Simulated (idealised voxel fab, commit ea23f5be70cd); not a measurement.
This section sets out a process module, namely voxel wiring stack.
FYI the section here is cut, 165 nm wide, cells are 5 nm squares.
Each cross-section below is a grid of square cells, stated as bands in top-down order, with one or more rows of cells making up each band.
Each band's line starts with the height of the band's top and of its bottom, in nm. Then come its materials from left to right, each with its width in nm. One material with "full width" fills the band from edge to edge. "air" is empty space.
Heights from 0 (as-received wafer is one material below). Bottom band endless downward, as "top 0, no bottom".
It should be noted that a width expressed as "30 to 40" varies in equal increments from row to row of cells within the band, taking the value of the first number at the top row and that of the second number at the bottom row.
Given "remains unaltered" for a step, no cell of the cross-section differs between before and after that step.
In the "closed voids" entry, you get each enclosed empty space of 8 cells or more, one with no open way to the top, written width x height at distance, distance from the left edge, in nm.
What comes after the settings on a step's line is commentary from the simulator itself on that step.
overlay nm: mask right of planned place by this much (step with mask). Neg. = left.
-- Planned process steps
1) op RECEIVE | material Si
2) op CONFORMAL_DEP | material SiO2 | thk nm 15
3) op DIRECTIONAL_DEP | material TiN | thk nm 5
4) op DIRECTIONAL_DEP | material Ru | thk nm 15
5) op MASKED_ETCH | tone cover | mask id METAL_1 | width nm 25 | pitch nm 50 | etch materials Ru | depth nm 15 | overlay nm 0
6) op MASKED_ETCH | tone cover | mask id METAL_1 | width nm 25 | pitch nm 50 | etch materials TiN | depth nm 5 | overlay nm 0
7) op CONFORMAL_DEP | material SiCN | thk nm 5
8) op FILL_DEP | material SiO2 | thk nm 10
9) op CMP | height nm 35
10) op CONFORMAL_DEP | material SiCN | thk nm 5
11) op DIRECTIONAL_DEP | material SiO2 | thk nm 20
12) op MASKED_ETCH | tone open | mask id METAL_2 | width nm 25 | pitch nm 50 | etch materials SiO2 | depth nm 15 | overlay nm 0
13) op MASKED_ETCH | tone open | mask id METAL_2_HOLES | width nm 15 | etch materials SiO2 | depth nm 15 | overlay nm 0
14) op MASKED_ETCH | tone open | mask id METAL_2_HOLES | width nm 15 | etch materials SiCN | depth nm 5 | overlay nm 0
15) op CONFORMAL_DEP | material TiN | thk nm 5
16) op FILL_DEP | material Cu | thk nm 5
17) op CMP | height nm 70
18) op CONFORMAL_DEP | material SiCN | thk nm 5
The value of thk nm given for step 11 in the plan refers to the first wafer; the wafers vary in this setting and are alike at the start.
-- Cross-section, first of several wafers, as delivered after step 1
top 0, no bottom | Si full width
closed voids: none
-- What follows is a table in which each wafer occupies a row; for the wafer as it stands at the close of the module, the row states, material by material, how many cells have been gained (+) or lost (-) since receipt, and then gives its closed voids
thk nm 20, +53 Cu, +30 Ru, +98 SiCN, +255 SiO2, +59 TiN, closed voids: none
thk nm 25, +21 Cu, +30 Ru, +98 SiCN, +285 SiO2, +61 TiN, closed voids: none
thk nm 30, +16 Cu, +30 Ru, +98 SiCN, +315 SiO2, +36 TiN, closed voids: none
thk nm 35, +9 Cu, +30 Ru, +101 SiCN, +325 SiO2, +30 TiN, closed voids: none
thk nm 40, +3 Cu, +30 Ru, +101 SiCN, +335 SiO2, +26 TiN, closed voids: none
thk nm 45, +2 Cu, +30 Ru, +101 SiCN, +345 SiO2, +17 TiN, closed voids: none
